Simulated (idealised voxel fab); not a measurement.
process module | voxel gate over fins
cross-section cut | 295 nm wide | cells 5 nm
A cross-section is a grid of square cells, given in bands from the top down. A band is one or more rows of cells.
Each band's line starts with the height of the band's top and of its bottom, in nm. Then come its materials from left to right, each with its width in nm. One material with "throughout" fills the band from edge to edge. "air" is empty space.
Height 0 is the level under which the wafer as received is all one material. The lowest band goes on downwards, as in "0 down".
A width such as "30 to 40" changes by the same amount from each row of cells to the next, from the band's top row to its bottom row.
"no change" after a step means that no cell of the cross-section changed.
closed voids: empty space of 8 cells or more with no open way to the top, each as width x height at its distance from the left edge, in nm
after a step's settings: what the simulator itself notes on the step
overlay nm, on a step with a mask: how far to the right of its planned place the mask lay; to the left if negative
Each pair below shows a cross-section before one step and the cross-section after it, down to the lowest band that changed. The line under each pair gives the step between them, with its settings. The pairs can come from different runs of this module on the same starting wafer, so a pair continues from the pair above only where its "before" says so.
before
  0 down: Si throughout
  closed voids: none
after
  10 to 0: SiN throughout
  below 0: unchanged
  closed voids: none
the step between: op CONFORMAL_DEP | material SiN | thk nm 10
before: the cross-section after the pair above
after
  25 to 10: air 70 | resist 15 | air 30 | resist 15 | air 30 | resist 15 | air 30 | resist 15 | air 75
  below 10: unchanged
  closed voids: none
the step between: op PATTERN | tone cover | mask id FINS | material resist | width nm 15 | pitch nm 45 | thk nm 15 | overlay nm 0
before: the cross-section after the pair above
after
  25 to 10: air 70 | resist 15 | air 30 | resist 15 | air 30 | resist 15 | air 30 | resist 15 | air 75
  10 to 0: air 70 | SiN 15 | air 30 | SiN 15 | air 30 | SiN 15 | air 30 | SiN 15 | air 75
  below 0: unchanged
  closed voids: none
the step between: op DIRECTIONAL_ETCH | etch materials SiN | depth nm 10
before: the cross-section after the pair above
after
  25 to 10: air 70 | resist 15 | air 30 | resist 15 | air 30 | resist 15 | air 30 | resist 15 | air 75
  10 to 0: air 70 | SiN 15 | air 30 | SiN 15 | air 30 | SiN 15 | air 30 | SiN 15 | air 75
  0 to -40: air 70 | Si 15 | air 30 | Si 15 | air 30 | Si 15 | air 30 | Si 15 | air 75
  below -40: unchanged
  closed voids: none
the step between: op DIRECTIONAL_ETCH | etch materials Si | depth nm 40
before: the cross-section after the pair above
after
  10 to 0: air 70 | SiN 15 | air 30 | SiN 15 | air 30 | SiN 15 | air 30 | SiN 15 | air 75
  below 0: unchanged
  closed voids: none
the step between: op STRIP | etch materials resist
before: the cross-section after the pair above
after
  10 to 0: air 70 | SiN 15 | air 30 | SiN 15 | air 30 | SiN 15 | air 30 | SiN 15 | air 75
  0 to -40: air 70 | SiO2 5 | Si 5 | SiO2 5 | air 30 | SiO2 5 | Si 5 | SiO2 5 | air 30 | SiO2 5 | Si 5 | SiO2 5 | air 30 | SiO2 5 | Si 5 | SiO2 5 | air 75
  -40 to -45: SiO2 75 | Si 5 | SiO2 40 | Si 5 | SiO2 40 | Si 5 | SiO2 40 | Si 5 | SiO2 80
  below -45: unchanged
  closed voids: none
the step between: op OXIDIZE | depth nm 5
before: the cross-section after the pair above
after
  25 to 10: SiO2 throughout
  10 to 0: SiO2 70 | SiN 15 | SiO2 30 | SiN 15 | SiO2 30 | SiN 15 | SiO2 30 | SiN 15 | SiO2 75
  0 to -45: SiO2 75 | Si 5 | SiO2 40 | Si 5 | SiO2 40 | Si 5 | SiO2 40 | Si 5 | SiO2 80
  below -45: unchanged
  closed voids: none
the step between: op FILL_DEP | material SiO2 | thk nm 15
before: the cross-section after the pair above
after
  10 to 0: SiO2 70 | SiN 15 | SiO2 30 | SiN 15 | SiO2 30 | SiN 15 | SiO2 30 | SiN 15 | SiO2 75
  below 0: unchanged
  closed voids: none
the step between: op CMP | height nm 10
before: the cross-section after the pair above
after
  10 to 0: air 70 | SiN 15 | air 30 | SiN 15 | air 30 | SiN 15 | air 30 | SiN 15 | air 75
  0 to -15: air 75 | Si 5 | air 40 | Si 5 | air 40 | Si 5 | air 40 | Si 5 | air 80
  below -15: unchanged
  closed voids: none
the step between: op SELECTIVE_ETCH | etch materials SiO2 | depth nm 25
before: the cross-section after the pair above
after
  0 to -15: air 75 | Si 5 | air 40 | Si 5 | air 40 | Si 5 | air 40 | Si 5 | air 80
  below -15: unchanged
  closed voids: none
the step between: op STRIP | etch materials SiN
before: the cross-section after the pair above
after
  5 to 0: air 70 | HfO2 15 | air 30 | HfO2 15 | air 30 | HfO2 15 | air 30 | HfO2 15 | air 75
  0 to -10: air 70 | HfO2 5 | Si 5 | HfO2 5 | air 30 | HfO2 5 | Si 5 | HfO2 5 | air 30 | HfO2 5 | Si 5 | HfO2 5 | air 30 | HfO2 5 | Si 5 | HfO2 5 | air 75
  -10 to -15: HfO2 75 | Si 5 | HfO2 40 | Si 5 | HfO2 40 | Si 5 | HfO2 40 | Si 5 | HfO2 80
  below -15: unchanged
  closed voids: none
the step between: op CONFORMAL_DEP | material HfO2 | thk nm 5
before: the cross-section after the pair above
after
  10 to 5: air 65 | TiN 25 | air 20 | TiN 25 | air 20 | TiN 25 | air 20 | TiN 25 | air 70
  5 to 0: air 65 | TiN 5 | HfO2 15 | TiN 5 | air 20 | TiN 5 | HfO2 15 | TiN 5 | air 20 | TiN 5 | HfO2 15 | TiN 5 | air 20 | TiN 5 | HfO2 15 | TiN 5 | air 70
  0 to -5: air 65 | TiN 5 | HfO2 5 | Si 5 | HfO2 5 | TiN 5 | air 20 | TiN 5 | HfO2 5 | Si 5 | HfO2 5 | TiN 5 | air 20 | TiN 5 | HfO2 5 | Si 5 | HfO2 5 | TiN 5 | air 20 | TiN 5 | HfO2 5 | Si 5 | HfO2 5 | TiN 5 | air 70
  -5 to -10: TiN 70 | HfO2 5 | Si 5 | HfO2 5 | TiN 30 | HfO2 5 | Si 5 | HfO2 5 | TiN 30 | HfO2 5 | Si 5 | HfO2 5 | TiN 30 | HfO2 5 | Si 5 | HfO2 5 | TiN 75
  below -10: unchanged
  closed voids: none
the step between: op CONFORMAL_DEP | material TiN | thk nm 5
before: the cross-section after the pair above
after
  15 to 10: air 60 | TiAl 35 | air 10 | TiAl 35 | air 10 | TiAl 35 | air 10 | TiAl 35 | air 65
  10 to 5: air 60 | TiAl 5 | TiN 25 | TiAl 5 | air 10 | TiAl 5 | TiN 25 | TiAl 5 | air 10 | TiAl 5 | TiN 25 | TiAl 5 | air 10 | TiAl 5 | TiN 25 | TiAl 5 | air 65
  5 to 0: air 60 | TiAl 5 | TiN 5 | HfO2 15 | TiN 5 | TiAl 5 | air 10 | TiAl 5 | TiN 5 | HfO2 15 | TiN 5 | TiAl 5 | air 10 | TiAl 5 | TiN 5 | HfO2 15 | TiN 5 | TiAl 5 | air 10 | TiAl 5 | TiN 5 | HfO2 15 | TiN 5 | TiAl 5 | air 65
  0 to -5: TiAl 65 | TiN 5 | HfO2 5 | Si 5 | HfO2 5 | TiN 5 | TiAl 20 | TiN 5 | HfO2 5 | Si 5 | HfO2 5 | TiN 5 | TiAl 20 | TiN 5 | HfO2 5 | Si 5 | HfO2 5 | TiN 5 | TiAl 20 | TiN 5 | HfO2 5 | Si 5 | HfO2 5 | TiN 5 | TiAl 70
  below -5: unchanged
  closed voids: none
the step between: op CONFORMAL_DEP | material TiAl | thk nm 5
before: the cross-section after the pair above
after
  20 to 15: air 55 | TiN 180 | air 60
  15 to 10: air 55 | TiN 5 | TiAl 35 | TiN 10 | TiAl 35 | TiN 10 | TiAl 35 | TiN 10 | TiAl 35 | TiN 5 | air 60
  10 to 5: air 55 | TiN 5 | TiAl 5 | TiN 25 | TiAl 5 | TiN 10 | TiAl 5 | TiN 25 | TiAl 5 | TiN 10 | TiAl 5 | TiN 25 | TiAl 5 | TiN 10 | TiAl 5 | TiN 25 | TiAl 5 | TiN 5 | air 60
  5 to 0: TiN 60 | TiAl 5 | TiN 5 | HfO2 15 | TiN 5 | TiAl 5 | TiN 10 | TiAl 5 | TiN 5 | HfO2 15 | TiN 5 | TiAl 5 | TiN 10 | TiAl 5 | TiN 5 | HfO2 15 | TiN 5 | TiAl 5 | TiN 10 | TiAl 5 | TiN 5 | HfO2 15 | TiN 5 | TiAl 5 | TiN 65
  below 0: unchanged
  closed voids: none
the step between: op CONFORMAL_DEP | material TiN | thk nm 5
before: the cross-section after the pair above
after
  35 to 20: W throughout
  20 to 15: W 55 | TiN 180 | W 60
  15 to 10: W 55 | TiN 5 | TiAl 35 | TiN 10 | TiAl 35 | TiN 10 | TiAl 35 | TiN 10 | TiAl 35 | TiN 5 | W 60
  10 to 5: W 55 | TiN 5 | TiAl 5 | TiN 25 | TiAl 5 | TiN 10 | TiAl 5 | TiN 25 | TiAl 5 | TiN 10 | TiAl 5 | TiN 25 | TiAl 5 | TiN 10 | TiAl 5 | TiN 25 | TiAl 5 | TiN 5 | W 60
  below 5: unchanged
  closed voids: none
the step between: op FILL_DEP | material W | thk nm 15
before: the cross-section after the pair above
after
  30 to 20: W throughout
  below 20: unchanged
  closed voids: none
the step between: op CMP | height nm 30
before: the cross-section after the pair above
after
  35 to 30: SiCN throughout
  below 30: unchanged
  closed voids: none
the step between: op CONFORMAL_DEP | material SiCN | thk nm 5
before
  5 to 0: air 70 | HfO2 15 | air 30 | HfO2 15 | air 30 | HfO2 15 | air 30 | HfO2 15 | air 75
  0 to -10: air 70 | HfO2 5 | Si 5 | HfO2 5 | air 30 | HfO2 5 | Si 5 | HfO2 5 | air 30 | HfO2 5 | Si 5 | HfO2 5 | air 30 | HfO2 5 | Si 5 | HfO2 5 | air 75
  -10 to -15: HfO2 75 | Si 5 | HfO2 40 | Si 5 | HfO2 40 | Si 5 | HfO2 40 | Si 5 | HfO2 80
  -15 to -45: SiO2 75 | Si 5 | SiO2 40 | Si 5 | SiO2 40 | Si 5 | SiO2 40 | Si 5 | SiO2 80
  -45 down: Si throughout
  closed voids: none
after
  10 to 5: air 65 | TiAl 25 | air 20 | TiAl 25 | air 20 | TiAl 25 | air 20 | TiAl 25 | air 70
  5 to 0: air 65 | TiAl 5 | HfO2 15 | TiAl 5 | air 20 | TiAl 5 | HfO2 15 | TiAl 5 | air 20 | TiAl 5 | HfO2 15 | TiAl 5 | air 20 | TiAl 5 | HfO2 15 | TiAl 5 | air 70
  0 to -5: air 65 | TiAl 5 | HfO2 5 | Si 5 | HfO2 5 | TiAl 5 | air 20 | TiAl 5 | HfO2 5 | Si 5 | HfO2 5 | TiAl 5 | air 20 | TiAl 5 | HfO2 5 | Si 5 | HfO2 5 | TiAl 5 | air 20 | TiAl 5 | HfO2 5 | Si 5 | HfO2 5 | TiAl 5 | air 70
  -5 to -10: TiAl 70 | HfO2 5 | Si 5 | HfO2 5 | TiAl 30 | HfO2 5 | Si 5 | HfO2 5 | TiAl 30 | HfO2 5 | Si 5 | HfO2 5 | TiAl 30 | HfO2 5 | Si 5 | HfO2 5 | TiAl 75
  below -10: unchanged
  closed voids: none
the step between: op CONFORMAL_DEP | material TiAl | thk nm 5
before: the cross-section after the pair above
after
  15 to 10: air 60 | TiN 35 | air 10 | TiN 35 | air 10 | TiN 35 | air 10 | TiN 35 | air 65
  10 to 5: air 60 | TiN 5 | TiAl 25 | TiN 5 | air 10 | TiN 5 | TiAl 25 | TiN 5 | air 10 | TiN 5 | TiAl 25 | TiN 5 | air 10 | TiN 5 | TiAl 25 | TiN 5 | air 65
  5 to 0: air 60 | TiN 5 | TiAl 5 | HfO2 15 | TiAl 5 | TiN 5 | air 10 | TiN 5 | TiAl 5 | HfO2 15 | TiAl 5 | TiN 5 | air 10 | TiN 5 | TiAl 5 | HfO2 15 | TiAl 5 | TiN 5 | air 10 | TiN 5 | TiAl 5 | HfO2 15 | TiAl 5 | TiN 5 | air 65
  0 to -5: TiN 65 | TiAl 5 | HfO2 5 | Si 5 | HfO2 5 | TiAl 5 | TiN 20 | TiAl 5 | HfO2 5 | Si 5 | HfO2 5 | TiAl 5 | TiN 20 | TiAl 5 | HfO2 5 | Si 5 | HfO2 5 | TiAl 5 | TiN 20 | TiAl 5 | HfO2 5 | Si 5 | HfO2 5 | TiAl 5 | TiN 70
  below -5: unchanged
  closed voids: none
the step between: op CONFORMAL_DEP | material TiN | thk nm 5
before: the cross-section after the pair above
after
  30 to 15: W throughout
  15 to 10: W 60 | TiN 35 | W 10 | TiN 35 | W 10 | TiN 35 | W 10 | TiN 35 | W 65
  10 to 5: W 60 | TiN 5 | TiAl 25 | TiN 5 | W 10 | TiN 5 | TiAl 25 | TiN 5 | W 10 | TiN 5 | TiAl 25 | TiN 5 | W 10 | TiN 5 | TiAl 25 | TiN 5 | W 65
  5 to 0: W 60 | TiN 5 | TiAl 5 | HfO2 15 | TiAl 5 | TiN 5 | W 10 | TiN 5 | TiAl 5 | HfO2 15 | TiAl 5 | TiN 5 | W 10 | TiN 5 | TiAl 5 | HfO2 15 | TiAl 5 | TiN 5 | W 10 | TiN 5 | TiAl 5 | HfO2 15 | TiAl 5 | TiN 5 | W 65
  below 0: unchanged
  closed voids: none
the step between: op FILL_DEP | material W | thk nm 15
before: the cross-section after the pair above
after
  35 to 30: SiCN throughout
  below 30: unchanged
  closed voids: none
the step between: op CONFORMAL_DEP | material SiCN | thk nm 5
before
  10 to 0: air 70 | SiN 15 | air 30 | SiN 15 | air 30 | SiN 15 | air 30 | SiN 15 | air 75
  0 to -15: air 75 | Si 5 | air 40 | Si 5 | air 40 | Si 5 | air 40 | Si 5 | air 80
  -15 to -45: SiO2 75 | Si 5 | SiO2 40 | Si 5 | SiO2 40 | Si 5 | SiO2 40 | Si 5 | SiO2 80
  -45 down: Si throughout
  closed voids: none
after
  10 to 0: air 70 | SiN 15 | air 30 | SiN 15 | air 30 | SiN 15 | air 30 | SiN 15 | air 75
  0 to -40: air 75 | Si 5 | air 40 | Si 5 | air 40 | Si 5 | air 40 | Si 5 | air 80
  below -40: unchanged
  closed voids: none
the step between: op SELECTIVE_ETCH | etch materials SiO2 | depth nm 25
before: the cross-section after the pair above
after
  0 to -40: air 75 | Si 5 | air 40 | Si 5 | air 40 | Si 5 | air 40 | Si 5 | air 80
  below -40: unchanged
  closed voids: none
the step between: op STRIP | etch materials SiN
before: the cross-section after the pair above
after
  5 to 0: air 70 | HfO2 15 | air 30 | HfO2 15 | air 30 | HfO2 15 | air 30 | HfO2 15 | air 75
  0 to -35: air 70 | HfO2 5 | Si 5 | HfO2 5 | air 30 | HfO2 5 | Si 5 | HfO2 5 | air 30 | HfO2 5 | Si 5 | HfO2 5 | air 30 | HfO2 5 | Si 5 | HfO2 5 | air 75
  -35 to -40: HfO2 75 | Si 5 | HfO2 40 | Si 5 | HfO2 40 | Si 5 | HfO2 40 | Si 5 | HfO2 80
  below -40: unchanged
  closed voids: none
the step between: op CONFORMAL_DEP | material HfO2 | thk nm 5
before: the cross-section after the pair above
after
  10 to 5: air 65 | TiN 25 | air 20 | TiN 25 | air 20 | TiN 25 | air 20 | TiN 25 | air 70
  5 to 0: air 65 | TiN 5 | HfO2 15 | TiN 5 | air 20 | TiN 5 | HfO2 15 | TiN 5 | air 20 | TiN 5 | HfO2 15 | TiN 5 | air 20 | TiN 5 | HfO2 15 | TiN 5 | air 70
  0 to -30: air 65 | TiN 5 | HfO2 5 | Si 5 | HfO2 5 | TiN 5 | air 20 | TiN 5 | HfO2 5 | Si 5 | HfO2 5 | TiN 5 | air 20 | TiN 5 | HfO2 5 | Si 5 | HfO2 5 | TiN 5 | air 20 | TiN 5 | HfO2 5 | Si 5 | HfO2 5 | TiN 5 | air 70
  -30 to -35: TiN 70 | HfO2 5 | Si 5 | HfO2 5 | TiN 30 | HfO2 5 | Si 5 | HfO2 5 | TiN 30 | HfO2 5 | Si 5 | HfO2 5 | TiN 30 | HfO2 5 | Si 5 | HfO2 5 | TiN 75
  below -35: unchanged
  closed voids: none
the step between: op CONFORMAL_DEP | material TiN | thk nm 5
before: the cross-section after the pair above
after
  15 to 10: air 60 | TiAl 35 | air 10 | TiAl 35 | air 10 | TiAl 35 | air 10 | TiAl 35 | air 65
  10 to 5: air 60 | TiAl 5 | TiN 25 | TiAl 5 | air 10 | TiAl 5 | TiN 25 | TiAl 5 | air 10 | TiAl 5 | TiN 25 | TiAl 5 | air 10 | TiAl 5 | TiN 25 | TiAl 5 | air 65
  5 to 0: air 60 | TiAl 5 | TiN 5 | HfO2 15 | TiN 5 | TiAl 5 | air 10 | TiAl 5 | TiN 5 | HfO2 15 | TiN 5 | TiAl 5 | air 10 | TiAl 5 | TiN 5 | HfO2 15 | TiN 5 | TiAl 5 | air 10 | TiAl 5 | TiN 5 | HfO2 15 | TiN 5 | TiAl 5 | air 65
  0 to -25: air 60 | TiAl 5 | TiN 5 | HfO2 5 | Si 5 | HfO2 5 | TiN 5 | TiAl 5 | air 10 | TiAl 5 | TiN 5 | HfO2 5 | Si 5 | HfO2 5 | TiN 5 | TiAl 5 | air 10 | TiAl 5 | TiN 5 | HfO2 5 | Si 5 | HfO2 5 | TiN 5 | TiAl 5 | air 10 | TiAl 5 | TiN 5 | HfO2 5 | Si 5 | HfO2 5 | TiN 5 | TiAl 5 | air 65
  -25 to -30: TiAl 65 | TiN 5 | HfO2 5 | Si 5 | HfO2 5 | TiN 5 | TiAl 20 | TiN 5 | HfO2 5 | Si 5 | HfO2 5 | TiN 5 | TiAl 20 | TiN 5 | HfO2 5 | Si 5 | HfO2 5 | TiN 5 | TiAl 20 | TiN 5 | HfO2 5 | Si 5 | HfO2 5 | TiN 5 | TiAl 70
  below -30: unchanged
  closed voids: none
the step between: op CONFORMAL_DEP | material TiAl | thk nm 5
before: the cross-section after the pair above
after
  20 to 15: air 55 | TiN 180 | air 60
  15 to 10: air 55 | TiN 5 | TiAl 35 | TiN 10 | TiAl 35 | TiN 10 | TiAl 35 | TiN 10 | TiAl 35 | TiN 5 | air 60
  10 to 5: air 55 | TiN 5 | TiAl 5 | TiN 25 | TiAl 5 | TiN 10 | TiAl 5 | TiN 25 | TiAl 5 | TiN 10 | TiAl 5 | TiN 25 | TiAl 5 | TiN 10 | TiAl 5 | TiN 25 | TiAl 5 | TiN 5 | air 60
  5 to 0: air 55 | TiN 5 | TiAl 5 | TiN 5 | HfO2 15 | TiN 5 | TiAl 5 | TiN 10 | TiAl 5 | TiN 5 | HfO2 15 | TiN 5 | TiAl 5 | TiN 10 | TiAl 5 | TiN 5 | HfO2 15 | TiN 5 | TiAl 5 | TiN 10 | TiAl 5 | TiN 5 | HfO2 15 | TiN 5 | TiAl 5 | TiN 5 | air 60
  0 to -20: air 55 | TiN 5 | TiAl 5 | TiN 5 | HfO2 5 | Si 5 | HfO2 5 | TiN 5 | TiAl 5 | TiN 10 | TiAl 5 | TiN 5 | HfO2 5 | Si 5 | HfO2 5 | TiN 5 | TiAl 5 | TiN 10 | TiAl 5 | TiN 5 | HfO2 5 | Si 5 | HfO2 5 | TiN 5 | TiAl 5 | TiN 10 | TiAl 5 | TiN 5 | HfO2 5 | Si 5 | HfO2 5 | TiN 5 | TiAl 5 | TiN 5 | air 60
  -20 to -25: TiN 60 | TiAl 5 | TiN 5 | HfO2 5 | Si 5 | HfO2 5 | TiN 5 | TiAl 5 | TiN 10 | TiAl 5 | TiN 5 | HfO2 5 | Si 5 | HfO2 5 | TiN 5 | TiAl 5 | TiN 10 | TiAl 5 | TiN 5 | HfO2 5 | Si 5 | HfO2 5 | TiN 5 | TiAl 5 | TiN 10 | TiAl 5 | TiN 5 | HfO2 5 | Si 5 | HfO2 5 | TiN 5 | TiAl 5 | TiN 65
  below -25: unchanged
  closed voids: none
the step between: op CONFORMAL_DEP | material TiN | thk nm 5
before: the cross-section after the pair above
after
  35 to 20: W throughout
  20 to 15: W 55 | TiN 180 | W 60
  15 to 10: W 55 | TiN 5 | TiAl 35 | TiN 10 | TiAl 35 | TiN 10 | TiAl 35 | TiN 10 | TiAl 35 | TiN 5 | W 60
  10 to 5: W 55 | TiN 5 | TiAl 5 | TiN 25 | TiAl 5 | TiN 10 | TiAl 5 | TiN 25 | TiAl 5 | TiN 10 | TiAl 5 | TiN 25 | TiAl 5 | TiN 10 | TiAl 5 | TiN 25 | TiAl 5 | TiN 5 | W 60
  5 to 0: W 55 | TiN 5 | TiAl 5 | TiN 5 | HfO2 15 | TiN 5 | TiAl 5 | TiN 10 | TiAl 5 | TiN 5 | HfO2 15 | TiN 5 | TiAl 5 | TiN 10 | TiAl 5 | TiN 5 | HfO2 15 | TiN 5 | TiAl 5 | TiN 10 | TiAl 5 | TiN 5 | HfO2 15 | TiN 5 | TiAl 5 | TiN 5 | W 60
  0 to -20: W 55 | TiN 5 | TiAl 5 | TiN 5 | HfO2 5 | Si 5 | HfO2 5 | TiN 5 | TiAl 5 | TiN 10 | TiAl 5 | TiN 5 | HfO2 5 | Si 5 | HfO2 5 | TiN 5 | TiAl 5 | TiN 10 | TiAl 5 | TiN 5 | HfO2 5 | Si 5 | HfO2 5 | TiN 5 | TiAl 5 | TiN 10 | TiAl 5 | TiN 5 | HfO2 5 | Si 5 | HfO2 5 | TiN 5 | TiAl 5 | TiN 5 | W 60
  below -20: unchanged
  closed voids: none
the step between: op FILL_DEP | material W | thk nm 15
before: the cross-section after the pair above
after
  30 to 20: W throughout
  below 20: unchanged
  closed voids: none
the step between: op CMP | height nm 30
before: the cross-section after the pair above
after
  35 to 30: SiCN throughout
  below 30: unchanged
  closed voids: none
the step between: op CONFORMAL_DEP | material SiCN | thk nm 5
before
  10 to 0: SiO2 70 | SiN 15 | SiO2 30 | SiN 15 | SiO2 30 | SiN 15 | SiO2 30 | SiN 15 | SiO2 75
  0 to -45: SiO2 75 | Si 5 | SiO2 40 | Si 5 | SiO2 40 | Si 5 | SiO2 40 | Si 5 | SiO2 80
  -45 down: Si throughout
  closed voids: none
after
  10 to 0: SiO2 70 | air 15 | SiO2 30 | air 15 | SiO2 30 | air 15 | SiO2 30 | air 15 | SiO2 75
  below 0: unchanged
  closed voids: none
the step between: op STRIP | etch materials SiN
before: the cross-section after the pair above
after
  0 to -15: air 75 | Si 5 | air 40 | Si 5 | air 40 | Si 5 | air 40 | Si 5 | air 80
  -15 to -25: SiO2 45 | air 30 | Si 5 | air 40 | Si 5 | air 40 | Si 5 | air 40 | Si 5 | air 30 | SiO2 50
  below -25: unchanged
  closed voids: none
the step between: op SELECTIVE_ETCH | etch materials SiO2 | depth nm 25
before: the cross-section after the pair above
after
  5 to 0: air 70 | HfO2 15 | air 30 | HfO2 15 | air 30 | HfO2 15 | air 30 | HfO2 15 | air 75
  0 to -10: air 70 | HfO2 5 | Si 5 | HfO2 5 | air 30 | HfO2 5 | Si 5 | HfO2 5 | air 30 | HfO2 5 | Si 5 | HfO2 5 | air 30 | HfO2 5 | Si 5 | HfO2 5 | air 75
  -10 to -15: HfO2 50 | air 20 | HfO2 5 | Si 5 | HfO2 5 | air 30 | HfO2 5 | Si 5 | HfO2 5 | air 30 | HfO2 5 | Si 5 | HfO2 5 | air 30 | HfO2 5 | Si 5 | HfO2 5 | air 20 | HfO2 55
  -15 to -20: SiO2 45 | HfO2 5 | air 20 | HfO2 5 | Si 5 | HfO2 5 | air 30 | HfO2 5 | Si 5 | HfO2 5 | air 30 | HfO2 5 | Si 5 | HfO2 5 | air 30 | HfO2 5 | Si 5 | HfO2 5 | air 20 | HfO2 5 | SiO2 50
  -20 to -25: SiO2 45 | HfO2 30 | Si 5 | HfO2 40 | Si 5 | HfO2 40 | Si 5 | HfO2 40 | Si 5 | HfO2 30 | SiO2 50
  below -25: unchanged
  closed voids: none
the step between: op CONFORMAL_DEP | material HfO2 | thk nm 5
before: the cross-section after the pair above
after
  10 to 5: air 65 | TiN 25 | air 20 | TiN 25 | air 20 | TiN 25 | air 20 | TiN 25 | air 70
  5 to 0: air 65 | TiN 5 | HfO2 15 | TiN 5 | air 20 | TiN 5 | HfO2 15 | TiN 5 | air 20 | TiN 5 | HfO2 15 | TiN 5 | air 20 | TiN 5 | HfO2 15 | TiN 5 | air 70
  0 to -5: air 65 | TiN 5 | HfO2 5 | Si 5 | HfO2 5 | TiN 5 | air 20 | TiN 5 | HfO2 5 | Si 5 | HfO2 5 | TiN 5 | air 20 | TiN 5 | HfO2 5 | Si 5 | HfO2 5 | TiN 5 | air 20 | TiN 5 | HfO2 5 | Si 5 | HfO2 5 | TiN 5 | air 70
  -5 to -10: TiN 55 | air 10 | TiN 5 | HfO2 5 | Si 5 | HfO2 5 | TiN 5 | air 20 | TiN 5 | HfO2 5 | Si 5 | HfO2 5 | TiN 5 | air 20 | TiN 5 | HfO2 5 | Si 5 | HfO2 5 | TiN 5 | air 20 | TiN 5 | HfO2 5 | Si 5 | HfO2 5 | TiN 5 | air 10 | TiN 60
  -10 to -15: HfO2 50 | TiN 5 | air 10 | TiN 5 | HfO2 5 | Si 5 | HfO2 5 | TiN 5 | air 20 | TiN 5 | HfO2 5 | Si 5 | HfO2 5 | TiN 5 | air 20 | TiN 5 | HfO2 5 | Si 5 | HfO2 5 | TiN 5 | air 20 | TiN 5 | HfO2 5 | Si 5 | HfO2 5 | TiN 5 | air 10 | TiN 5 | HfO2 55
  -15 to -20: SiO2 45 | HfO2 5 | TiN 20 | HfO2 5 | Si 5 | HfO2 5 | TiN 30 | HfO2 5 | Si 5 | HfO2 5 | TiN 30 | HfO2 5 | Si 5 | HfO2 5 | TiN 30 | HfO2 5 | Si 5 | HfO2 5 | TiN 20 | HfO2 5 | SiO2 50
  below -20: unchanged
  closed voids: none
the step between: op CONFORMAL_DEP | material TiN | thk nm 5
before: the cross-section after the pair above
after
  15 to 10: air 60 | TiAl 35 | air 10 | TiAl 35 | air 10 | TiAl 35 | air 10 | TiAl 35 | air 65
  10 to 5: air 60 | TiAl 5 | TiN 25 | TiAl 5 | air 10 | TiAl 5 | TiN 25 | TiAl 5 | air 10 | TiAl 5 | TiN 25 | TiAl 5 | air 10 | TiAl 5 | TiN 25 | TiAl 5 | air 65
  5 to 0: air 60 | TiAl 5 | TiN 5 | HfO2 15 | TiN 5 | TiAl 5 | air 10 | TiAl 5 | TiN 5 | HfO2 15 | TiN 5 | TiAl 5 | air 10 | TiAl 5 | TiN 5 | HfO2 15 | TiN 5 | TiAl 5 | air 10 | TiAl 5 | TiN 5 | HfO2 15 | TiN 5 | TiAl 5 | air 65
  0 to -5: TiAl 65 | TiN 5 | HfO2 5 | Si 5 | HfO2 5 | TiN 5 | TiAl 5 | air 10 | TiAl 5 | TiN 5 | HfO2 5 | Si 5 | HfO2 5 | TiN 5 | TiAl 5 | air 10 | TiAl 5 | TiN 5 | HfO2 5 | Si 5 | HfO2 5 | TiN 5 | TiAl 5 | air 10 | TiAl 5 | TiN 5 | HfO2 5 | Si 5 | HfO2 5 | TiN 5 | TiAl 70
  -5 to -10: TiN 55 | TiAl 10 | TiN 5 | HfO2 5 | Si 5 | HfO2 5 | TiN 5 | TiAl 5 | air 10 | TiAl 5 | TiN 5 | HfO2 5 | Si 5 | HfO2 5 | TiN 5 | TiAl 5 | air 10 | TiAl 5 | TiN 5 | HfO2 5 | Si 5 | HfO2 5 | TiN 5 | TiAl 5 | air 10 | TiAl 5 | TiN 5 | HfO2 5 | Si 5 | HfO2 5 | TiN 5 | TiAl 10 | TiN 60
  -10 to -15: HfO2 50 | TiN 5 | TiAl 10 | TiN 5 | HfO2 5 | Si 5 | HfO2 5 | TiN 5 | TiAl 20 | TiN 5 | HfO2 5 | Si 5 | HfO2 5 | TiN 5 | TiAl 20 | TiN 5 | HfO2 5 | Si 5 | HfO2 5 | TiN 5 | TiAl 20 | TiN 5 | HfO2 5 | Si 5 | HfO2 5 | TiN 5 | TiAl 10 | TiN 5 | HfO2 55
  below -15: unchanged
  closed voids: none
the step between: op CONFORMAL_DEP | material TiAl | thk nm 5
before: the cross-section after the pair above
after
  20 to 15: air 55 | TiN 180 | air 60
  15 to 10: air 55 | TiN 5 | TiAl 35 | TiN 10 | TiAl 35 | TiN 10 | TiAl 35 | TiN 10 | TiAl 35 | TiN 5 | air 60
  10 to 5: air 55 | TiN 5 | TiAl 5 | TiN 25 | TiAl 5 | TiN 10 | TiAl 5 | TiN 25 | TiAl 5 | TiN 10 | TiAl 5 | TiN 25 | TiAl 5 | TiN 10 | TiAl 5 | TiN 25 | TiAl 5 | TiN 5 | air 60
  5 to 0: TiN 60 | TiAl 5 | TiN 5 | HfO2 15 | TiN 5 | TiAl 5 | TiN 10 | TiAl 5 | TiN 5 | HfO2 15 | TiN 5 | TiAl 5 | TiN 10 | TiAl 5 | TiN 5 | HfO2 15 | TiN 5 | TiAl 5 | TiN 10 | TiAl 5 | TiN 5 | HfO2 15 | TiN 5 | TiAl 5 | TiN 65
  0 to -5: TiAl 65 | TiN 5 | HfO2 5 | Si 5 | HfO2 5 | TiN 5 | TiAl 5 | TiN 10 | TiAl 5 | TiN 5 | HfO2 5 | Si 5 | HfO2 5 | TiN 5 | TiAl 5 | TiN 10 | TiAl 5 | TiN 5 | HfO2 5 | Si 5 | HfO2 5 | TiN 5 | TiAl 5 | TiN 10 | TiAl 5 | TiN 5 | HfO2 5 | Si 5 | HfO2 5 | TiN 5 | TiAl 70
  -5 to -10: TiN 55 | TiAl 10 | TiN 5 | HfO2 5 | Si 5 | HfO2 5 | TiN 5 | TiAl 5 | TiN 10 | TiAl 5 | TiN 5 | HfO2 5 | Si 5 | HfO2 5 | TiN 5 | TiAl 5 | TiN 10 | TiAl 5 | TiN 5 | HfO2 5 | Si 5 | HfO2 5 | TiN 5 | TiAl 5 | TiN 10 | TiAl 5 | TiN 5 | HfO2 5 | Si 5 | HfO2 5 | TiN 5 | TiAl 10 | TiN 60
  below -10: unchanged
  closed voids: none
the step between: op CONFORMAL_DEP | material TiN | thk nm 5
before: the cross-section after the pair above
after
  35 to 20: W throughout
  20 to 15: W 55 | TiN 180 | W 60
  15 to 10: W 55 | TiN 5 | TiAl 35 | TiN 10 | TiAl 35 | TiN 10 | TiAl 35 | TiN 10 | TiAl 35 | TiN 5 | W 60
  10 to 5: W 55 | TiN 5 | TiAl 5 | TiN 25 | TiAl 5 | TiN 10 | TiAl 5 | TiN 25 | TiAl 5 | TiN 10 | TiAl 5 | TiN 25 | TiAl 5 | TiN 10 | TiAl 5 | TiN 25 | TiAl 5 | TiN 5 | W 60
  below 5: unchanged
  closed voids: none
the step between: op FILL_DEP | material W | thk nm 15
